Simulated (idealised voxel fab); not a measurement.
Documented hereafter: the process module known as voxel local oxidation.
In the cross-section labelled cut, the width is 250 nm and each square cell is 5 nm.
This document writes a cross-section as a grid whose cells are square, and gives it as bands, listed from the top down; one or more rows of cells form a band.
Within each band entry, the heights of the top and of the bottom of the band appear first, in that order and in nm; the materials of the band then follow from left to right, each with its corresponding width in nm. The designation "throughout" on a single material indicates that it fills the band from edge to edge; the designation "air" indicates empty space.
Heights are expressed relative to 0, this being the level below which the as-received wafer comprises one material exclusively. The lowest band is unbounded in the downward direction and is denoted as in "0 and below".
The two numbers in a width such as "30..40" mark its ends across the band: the first belongs to the top row of cells, the second to the bottom row, and from each row to the next the width moves by the same amount.
"all unchanged" -> step changed no cross-section cell.
Closed empty spaces (no open way to the top) of 8 cells or more are what "Enclosed void entries" lists, each as width x height at distance from the left edge, nm for all three.
On each step's line, the part that comes after the settings is the simulator's own comment on the step.
A step's line can hold "overlay nm"; with a mask on that step, the setting says how far right of the planned place the mask lay, while a negative setting says it lay to the left.

## These are the steps we planned for the process
1,RECEIVE, material Si
2,CONFORMAL_DEP, material SiO2, thk nm 5
3,CONFORMAL_DEP, material SiN, thk nm 15
4,DIRECTIONAL_DEP, material aC, thk nm 15
5,PATTERN, tone cover, mask id ACTIVE, material resist, width nm 125, thk nm 35, overlay nm 0
6,DIRECTIONAL_ETCH, etch materials aC, depth nm 15
7,STRIP, etch materials resist
8,DIRECTIONAL_ETCH, etch materials SiN, depth nm 15
9,STRIP, etch materials aC
10,SELECTIVE_ETCH, etch materials SiO2, depth nm 5
11,OXIDIZE, depth nm 15
12,STRIP, etch materials SiN

## First wafer out of two, processed as planned

## Here's what the wafer looked like in cross-section when it arrived - that's after step 1
  0 and below = Si throughout
  Enclosed void entries: none

## The following cross-section depicts the wafer upon completion of step 2
  5 down to 0 = SiO2 throughout
  No changes below 0.

## The following cross-section depicts the wafer upon completion of step 3
  20 down to 5 = SiN throughout
  No changes below 5.

## The following cross-section depicts the wafer upon completion of step 4
  35 down to 20 = aC throughout
  No changes below 20.

## The following cross-section depicts the wafer upon completion of step 5
  70 down to 35 = air 60 nm; resist 125 nm; air 65 nm
  No changes below 35.

## The following cross-section depicts the wafer upon completion of step 6
  55 down to 35 = air 60 nm; resist 125 nm; air 65 nm
  35 down to 20 = air 60 nm; aC 125 nm; air 65 nm
  No changes below 20.

## The following cross-section depicts the wafer upon completion of step 7
  35 down to 20 = air 60 nm; aC 125 nm; air 65 nm
  No changes below 20.

## The following cross-section depicts the wafer upon completion of step 8
  35 down to 20 = air 60 nm; aC 125 nm; air 65 nm
  20 down to 5 = air 60 nm; SiN 125 nm; air 65 nm
  No changes below 5.

## The following cross-section depicts the wafer upon completion of step 9
  20 down to 5 = air 60 nm; SiN 125 nm; air 65 nm
  No changes below 5.

## The following cross-section depicts the wafer upon completion of step 10
  20 down to 5 = air 60 nm; SiN 125 nm; air 65 nm
  5 down to 0 = air 65 nm; SiO2 115 nm; air 70 nm
  No changes below 0.

## The following cross-section depicts the wafer upon completion of step 11
  20 down to 5 = air 60 nm; SiN 125 nm; air 65 nm
  5 down to 0 = air 65 nm; SiO2 115 nm; air 70 nm
  0 down to -15 = SiO2 80 nm; Si 85 nm; SiO2 85 nm
  No changes below -15.

## The following cross-section depicts the wafer upon completion of step 12
  5 down to 0 = air 65 nm; SiO2 115 nm; air 70 nm
  No changes below 0.

## It is to be noted that the second wafer proceeded from the same initial state and according to the same plan as the first, although one mistake was committed in its execution; through step 4, inclusive, the two wafers share an identical history

## Second wafer, section view, time point: scheduled end of step 5
  70 down to 35 = air 55 nm; resist 135 nm; air 60 nm
  No changes below 35.

## Second wafer, section view, time point: scheduled end of step 6
  55 down to 35 = air 55 nm; resist 135 nm; air 60 nm
  35 down to 20 = air 55 nm; aC 135 nm; air 60 nm
  No changes below 20.

## Second wafer, section view, time point: scheduled end of step 7
  35 down to 20 = air 55 nm; aC 135 nm; air 60 nm
  No changes below 20.

## Second wafer, section view, time point: scheduled end of step 8
  35 down to 20 = air 55 nm; aC 135 nm; air 60 nm
  20 down to 5 = air 55 nm; SiN 135 nm; air 60 nm
  No changes below 5.

## Second wafer, section view, time point: scheduled end of step 9
  20 down to 5 = air 55 nm; SiN 135 nm; air 60 nm
  No changes below 5.

## Second wafer, section view, time point: scheduled end of step 10
  20 down to 5 = air 55 nm; SiN 135 nm; air 60 nm
  5 down to 0 = air 60 nm; SiO2 125 nm; air 65 nm
  No changes below 0.

## Second wafer, section view, time point: scheduled end of step 11
  20 down to 5 = air 55 nm; SiN 135 nm; air 60 nm
  5 down to 0 = air 60 nm; SiO2 125 nm; air 65 nm
  0 down to -15 = SiO2 75 nm; Si 95 nm; SiO2 80 nm
  No changes below -15.

## Second wafer, section view, time point: scheduled end of step 12
  5 down to 0 = air 60 nm; SiO2 125 nm; air 65 nm
  No changes below 0.
The mistake made against the process plan was this: step 5 ran as: PATTERN, tone cover, mask id ACTIVE, material resist, width nm 135, thk nm 35, overlay nm 0
Cell-count delta at end, second wafer over first, by material: Si +6 | SiO2 -4
